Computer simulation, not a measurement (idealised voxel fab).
Module name: voxel capacitor over wiring (process module)
This is section cut - it's 270 nm across, gridded in 5 nm square cells.
Just so we're on the same page, the cross-sections are grids of square cells, and they're listed out in bands top to bottom, each band one or more rows deep. Quick guide to a band line: top height, bottom height (nm) up front; then every material left to right with its width in nm. Only one material and it's marked "everywhere"? Then it fills the band edge to edge. And "empty" just means empty space. Heights from 0 (as-received wafer is one material below). Bottom band endless downward, as "0..down". Per-row width for "30..40": begins at first number (top row of band), ends at second number (bottom row), increment between rows held constant. No cell of the cross-section changed in a step that is given as "no change occurred". Look at "Closed void register" for the closed voids: empty spaces with no open path to the top, sized 8 cells or up. Each is width x height at distance, distance from the left edge, all nm. What comes after the settings on a step's line is commentary from the simulator itself on that step. "overlay nm", when on a step's line for a step with a mask, measures how far to the right of its planned place the mask lay; a negative measure means to the left.
INTENDED PROCESS STEPS
step 1: RECEIVE, material Si
step 2: CONFORMAL_DEP, material SiO2, thk nm 10
step 3: CONFORMAL_DEP, material SiN, thk nm 5
step 4: DIRECTIONAL_DEP, material SiO2, thk nm 15
step 5: PATTERN, tone open, mask id METAL_1, material resist, width nm 20, pitch nm 80, thk nm 15, overlay nm 0
step 6: DIRECTIONAL_ETCH, etch materials SiO2, depth nm 15
step 7: DIRECTIONAL_ETCH, etch materials SiN, depth nm 5
step 8: STRIP, etch materials resist
step 9: CONFORMAL_DEP, material TiN, thk nm 5
step 10: FILL_DEP, material Cu, thk nm 5
step 11: CMP, height nm 30
step 12: CONFORMAL_DEP, material SiCN, thk nm 5
step 13: DIRECTIONAL_DEP, material SiO2, thk nm 10
step 14: DIRECTIONAL_DEP, material aC, thk nm 10
step 15: PATTERN, tone open, mask id PLUG_1, material resist, width nm 15, thk nm 30, overlay nm 0
step 16: DIRECTIONAL_ETCH, etch materials aC, depth nm 10
step 17: STRIP, etch materials resist
step 18: DIRECTIONAL_ETCH, etch materials SiO2, depth nm 10
step 19: DIRECTIONAL_ETCH, etch materials SiCN, depth nm 5
step 20: STRIP, etch materials aC
step 21: EPI, material Ru, thk nm 10
step 22: EPI, material Ru, thk nm 5
step 23: DIRECTIONAL_DEP, material TiN, thk nm 5
step 24: DIRECTIONAL_DEP, material SiN, thk nm 5
step 25: DIRECTIONAL_DEP, material TiN, thk nm 10
step 26: MASKED_ETCH, tone cover, mask id UPPER_PLATE, width nm 65, etch materials TiN, depth nm 10, overlay nm 0
step 27: MASKED_ETCH, tone cover, mask id UPPER_PLATE, width nm 65, etch materials SiN, depth nm 5, overlay nm 0
step 28: MASKED_ETCH, tone cover, mask id LOWER_PLATE, width nm 75, etch materials TiN, depth nm 5, overlay nm 0
step 29: FILL_DEP, material SiO2, thk nm 20
step 30: CMP, height nm 80
step 31: PATTERN, tone open, mask id PLUG_2, material resist, width nm 15, thk nm 20, overlay nm 0
step 32: DIRECTIONAL_ETCH, etch materials SiO2, depth nm 15
step 33: STRIP, etch materials resist
step 34: CONFORMAL_DEP, material TiN, thk nm 5
step 35: FILL_DEP, material W, thk nm 10
step 36: CMP, height nm 80
step 37: CONFORMAL_DEP, material SiCN, thk nm 5
AS-RECEIVED WAFER CROSS-SECTION (AFTER STEP 1)
	0..down  Si everywhere
	Closed void register: none
MODULE COMPLETE - CROSS-SECTION OF THE FIRST OF TWO WAFERS, RUN ACCORDING TO PLAN
	85..80  SiCN everywhere
	80..70  100 SiO2 | 5 TiN | 5 W | 5 TiN | 155 SiO2
	70..65  100 SiO2 | 15 TiN | 155 SiO2
	65..55  90 SiO2 | 65 TiN | 115 SiO2
	55..50  90 SiO2 | 65 SiN | 115 SiO2
	50..45  85 SiO2 | 75 TiN | 110 SiO2
	45..35  90 SiO2 | 15 Ru | 165 SiO2
	35..30  90 SiCN | 15 Ru | 165 SiCN
	30..15  85 SiO2 | 5 TiN | 10 Cu | 5 TiN | 60 SiO2 | 5 TiN | 10 Cu | 5 TiN | 85 SiO2
	15..10  85 SiN | 20 TiN | 60 SiN | 20 TiN | 85 SiN
	10..0  SiO2 everywhere
	0..down  Si everywhere
	Closed void register: none
MODULE END: CROSS-SECTION OF WAFER TWO OF TWO. SAME START AND PROCESS PLAN AS THE FIRST WAFER. ONE MISTAKE DURING EXECUTION
	85..80  SiCN everywhere
	80..75  100 SiO2 | 15 TiN | 155 SiO2
	75..65  90 SiO2 | 65 TiN | 115 SiO2
	65..60  90 SiO2 | 65 SiN | 115 SiO2
	60..55  85 SiO2 | 75 TiN | 110 SiO2
	55..45  SiN everywhere
	45..35  SiO2 everywhere
	35..30  SiCN everywhere
	30..15  85 SiO2 | 5 TiN | 10 Cu | 5 TiN | 60 SiO2 | 5 TiN | 10 Cu | 5 TiN | 85 SiO2
	15..10  85 SiN | 20 TiN | 60 SiN | 20 TiN | 85 SiN
	10..0  SiO2 everywhere
	0..down  Si everywhere
	Closed void register: none
Misprocessing identified: step 14 was processed under conditions differing from the plan, specifically as DIRECTIONAL_DEP, material SiN, thk nm 10
Bottom line after processing is that, in cells, the second wafer is up or down on some materials versus the first: 9 fewer of Ru, 3 more of SiCN, 108 more of SiN, 96 fewer of SiO2, 4 fewer of TiN, 2 fewer of W
